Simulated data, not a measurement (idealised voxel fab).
process module | voxel air gaps
cross-section cut | 185 nm wide | cells 5 nm
A cross-section is a grid of square cells, given in bands from the top down. A band is one or more rows of cells.
Each band's line starts with the height of the band's top and of its bottom, in nm. Then come its materials from left to right, each with its width in nm. One material with "throughout" fills the band from edge to edge. "air" is empty space.
Height 0 is the level under which the wafer as received is all one material. The lowest band goes on downwards, as in "0 down".
A width such as "30 to 40" changes by the same amount from each row of cells to the next, from the band's top row to its bottom row.
"no change" after a step means that no cell of the cross-section changed.
closed voids: empty space of 8 cells or more with no open way to the top, each as width x height at its distance from the left edge, in nm
after a step's settings: what the simulator itself notes on the step
overlay nm, on a step with a mask: how far to the right of its planned place the mask lay; to the left if negative
plan
1 op RECEIVE | material Si
2 op CONFORMAL_DEP | material SiO2 | thk nm 15
3 op CONFORMAL_DEP | material SiN | thk nm 5
4 op DIRECTIONAL_DEP | material SiO2 | thk nm 40
5 op PATTERN | tone open | mask id LINES | material resist | width nm 25 | pitch nm 50 | thk nm 15 | overlay nm 0
6 op DIRECTIONAL_ETCH | etch materials SiO2 | depth nm 40
7 op STRIP | etch materials resist
8 op CONFORMAL_DEP | material TiN | thk nm 5
9 op FILL_DEP | material W | thk nm 10
10 op CMP | height nm 60
11 op EPI | material Ru | thk nm 10
12 op SELECTIVE_ETCH | etch materials SiO2 | depth nm 50
13 op CONFORMAL_DEP | material SiCN | thk nm 5
as received, after step 1
  0 down: Si throughout
  closed voids: none
a wafer at the end: this start, this plan, one mistake
  85 to 80: air 5 | SiCN 175 | air 5
  80 to 60: air 5 | SiCN 5 | Ru 165 | SiCN 5 | air 5
  60 to 55: air 5 | SiCN 25 | TiN 5 | W 15 | TiN 5 | SiO2 25 | TiN 5 | W 15 | TiN 5 | SiO2 25 | TiN 5 | W 15 | TiN 5 | SiCN 25 | air 5
  55 to 25: air 25 | SiCN 5 | TiN 5 | W 15 | TiN 5 | SiO2 25 | TiN 5 | W 15 | TiN 5 | SiO2 25 | TiN 5 | W 15 | TiN 5 | SiCN 5 | air 25
  25 to 20: SiCN 30 | TiN 25 | SiO2 25 | TiN 25 | SiO2 25 | TiN 25 | SiCN 30
  20 to 15: SiN throughout
  15 to 0: SiO2 throughout
  0 down: Si throughout
  closed voids: none
what went wrong: step 11 was run twice
